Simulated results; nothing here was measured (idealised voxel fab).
Process module in this document: voxel self aligned vias
We display cut, a cross-section 290 nm in width whose square cells are each 5 nm.
Cross-section spec: square-cell grid; bands listed top down; each band is one or more rows.
Within each band entry, the heights of the top and of the bottom of the band appear first, in that order and in nm; the materials of the band then follow from left to right, each with its corresponding width in nm. The designation "throughout" on a single material indicates that it fills the band from edge to edge; the designation "blank" indicates empty space.
Height datum 0, below which the as-received substrate wafer is one material. Lowest band open at the bottom, running downward: "0 nm and below".
The notation "30->40" denotes a width that varies across the rows of cells in the band, beginning at the first number in the top row, finishing at the second number in the bottom row, and changing by an identical amount from each row to the next.
No cell of the cross-section changed in a step that is given as "same as before".
The entry titled "Enclosed internal voids" provides the empty spaces that have no open way to the top, restricted to those of 8 cells or more. Each is presented as width x height at distance, the distance being measured from the left edge, with all three in nm.
Step line, after settings: the simulator's comment on this step.
"overlay nm" answers the question of how far to the right of plan the mask lay on a step that has a mask, and when it is negative the answer is to the left.

List of planned process steps
1,RECEIVE with material Si
2,CONFORMAL_DEP with material SiO2, thk nm 15
3,CONFORMAL_DEP with material SiCN, thk nm 5
4,DIRECTIONAL_DEP with material lowk, thk nm 30
5,DIRECTIONAL_DEP with material aC, thk nm 15
6,PATTERN with tone open, mask id LINES, material resist, width nm 25, pitch nm 60, thk nm 35, overlay nm 0
7,DIRECTIONAL_ETCH with etch materials aC, depth nm 15
8,STRIP with etch materials resist
9,DIRECTIONAL_ETCH with etch materials lowk, depth nm 30
10,STRIP with etch materials aC
11,CONFORMAL_DEP with material TiN, thk nm 5
12,FILL_DEP with material W, thk nm 10
13,CMP with height nm 50
14,SELECTIVE_ETCH with etch materials W Ru TiN, depth nm 5
15,FILL_DEP with material SiN, thk nm 10
16,CMP with height nm 50
17,DIRECTIONAL_DEP with material lowk, thk nm 15
18,MASKED_ETCH with tone open, mask id VIAS, width nm 45, pitch nm 60, etch materials lowk, depth nm 15, overlay nm 0
19,MASKED_ETCH with tone open, mask id VIAS, width nm 45, pitch nm 60, etch materials SiN, depth nm 5, overlay nm 0
20,CONFORMAL_DEP with material TiN, thk nm 5
21,FILL_DEP with material Cu, thk nm 5
22,CMP with height nm 65
23,CONFORMAL_DEP with material SiCN, thk nm 5

Cross-section of the wafer at receipt, which is the condition after step 1
  0 nm and below | Si throughout
  Enclosed internal voids: none

Final wafer profile in cross-section after the module, from the same start and plan as above, with one mistake made during processing
  70 nm to 65 nm | SiCN throughout
  65 nm to 55 nm | 60 lowk; 5 TiN; 35 Cu; 5 TiN; 15 lowk; 5 TiN; 35 Cu; 5 TiN; 15 lowk; 5 TiN; 35 Cu; 5 TiN; 65 lowk
  55 nm to 50 nm | 60 lowk; 45 TiN; 15 lowk; 45 TiN; 15 lowk; 45 TiN; 65 lowk
  50 nm to 45 nm | 60 SiN; 10 TiN; 25 lowk; 10 TiN; 15 SiN; 10 TiN; 25 lowk; 10 TiN; 15 SiN; 10 TiN; 25 lowk; 10 TiN; 65 SiN
  45 nm to 25 nm | 65 W; 5 TiN; 25 lowk; 5 TiN; 25 W; 5 TiN; 25 lowk; 5 TiN; 25 W; 5 TiN; 25 lowk; 5 TiN; 70 W
  25 nm to 20 nm | 70 TiN; 25 lowk; 35 TiN; 25 lowk; 35 TiN; 25 lowk; 75 TiN
  20 nm to 15 nm | SiCN throughout
  15 nm to 0 nm | SiO2 throughout
  0 nm and below | Si throughout
  Enclosed internal voids: none
Against the plan, the run slipped here: step 6 ran with different settings than intended, the actual operation and settings being PATTERN with tone cover, mask id LINES, material resist, width nm 25, pitch nm 60, thk nm 35, overlay nm 0
